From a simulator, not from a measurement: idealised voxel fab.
You're looking at the process module voxel ribs on slabs.
We display cut, a cross-section 235 nm in width whose square cells are each 5 nm.
Cross-section layout: square cells on a grid; listed as bands, top to bottom; a band spans one or more cell rows.
Top, bottom (nm), then materials left to right with widths (nm); lone material tagged "throughout" fills the whole band edge to edge; "empty" = empty space.
Heights are expressed relative to 0, this being the level below which the as-received wafer comprises one material exclusively. The lowest band is unbounded in the downward direction and is denoted as in "top 0, no bottom".
Note: "30->40" means the width goes from the first number (top row of the band) to the second number (bottom row) in equal steps per row of cells.
"nothing was modified" -> step changed no cross-section cell.
"Entrapped void list" means: voids of 8 cells or more that are shut off from the top with no open way through. Written width x height at distance, distance from the left edge, in nm.
Note: text after step settings on the step line = simulator remark on that step.
overlay nm: mask right of planned place by this much (step with mask). Neg. = left.
The following list gives the planned process steps:
1. RECEIVE (material Si)
2. DIRECTIONAL_DEP (material SiO2; thk nm 25)
3. DIRECTIONAL_DEP (material polySi; thk nm 25)
4. DIRECTIONAL_DEP (material aC; thk nm 15)
5. PATTERN (tone cover; mask id RIB; material resist; width nm 30; thk nm 35; overlay nm 0)
6. DIRECTIONAL_ETCH (etch materials aC; depth nm 15)
7. STRIP (etch materials resist)
8. DIRECTIONAL_ETCH (etch materials polySi; depth nm 5)
9. STRIP (etch materials aC)
10. PATTERN (tone cover; mask id SLAB; material resist; width nm 90; thk nm 20; overlay nm 0)
11. DIRECTIONAL_ETCH (etch materials polySi; depth nm 20)
12. STRIP (etch materials resist)
13. FILL_DEP (material SiO2; thk nm 30)
14. CMP (height nm 70)
15. DIRECTIONAL_DEP (material W; thk nm 10)
16. DIRECTIONAL_DEP (material aC; thk nm 10)
17. PATTERN (tone cover; mask id HEATER; material resist; width nm 40; thk nm 25; overlay nm 0)
18. DIRECTIONAL_ETCH (etch materials aC; depth nm 10)
19. STRIP (etch materials resist)
20. DIRECTIONAL_ETCH (etch materials W; depth nm 10)
21. STRIP (etch materials aC)
22. CONFORMAL_DEP (material SiO2; thk nm 5)
Cross-section of the wafer as it came to us, i.e., already through step 1:
  top 0, no bottom | Si throughout
  Entrapped void list: none
Module complete - cross-section of the first of two wafers, run according to plan:
  top 85, bottom 80 | empty (90)  SiO2 (50)  empty (95)
  top 80, bottom 75 | empty (90)  SiO2 (5)  W (40)  SiO2 (5)  empty (95)
  top 75, bottom 70 | SiO2 (95)  W (40)  SiO2 (100)
  top 70, bottom 50 | SiO2 throughout
  top 50, bottom 45 | SiO2 (100)  polySi (30)  SiO2 (105)
  top 45, bottom 25 | SiO2 (70)  polySi (90)  SiO2 (75)
  top 25, bottom 0 | SiO2 throughout
  top 0, no bottom | Si throughout
  Entrapped void list: none
This is the second of the two wafers, cross-sectioned at the end of the module; it started exactly like the first and was given the same plan, but it was run with one mistake:
  top 80, bottom 70 | empty (95)  W (40)  empty (100)
  top 70, bottom 50 | SiO2 throughout
  top 50, bottom 45 | SiO2 (100)  polySi (30)  SiO2 (105)
  top 45, bottom 25 | SiO2 (70)  polySi (90)  SiO2 (75)
  top 25, bottom 0 | SiO2 throughout
  top 0, no bottom | Si throughout
  Entrapped void list: none
Processing error: plan step 22: skipped, not run
At the finish, the second wafer shows more or fewer cells for some materials than the first does: 51 fewer of SiO2
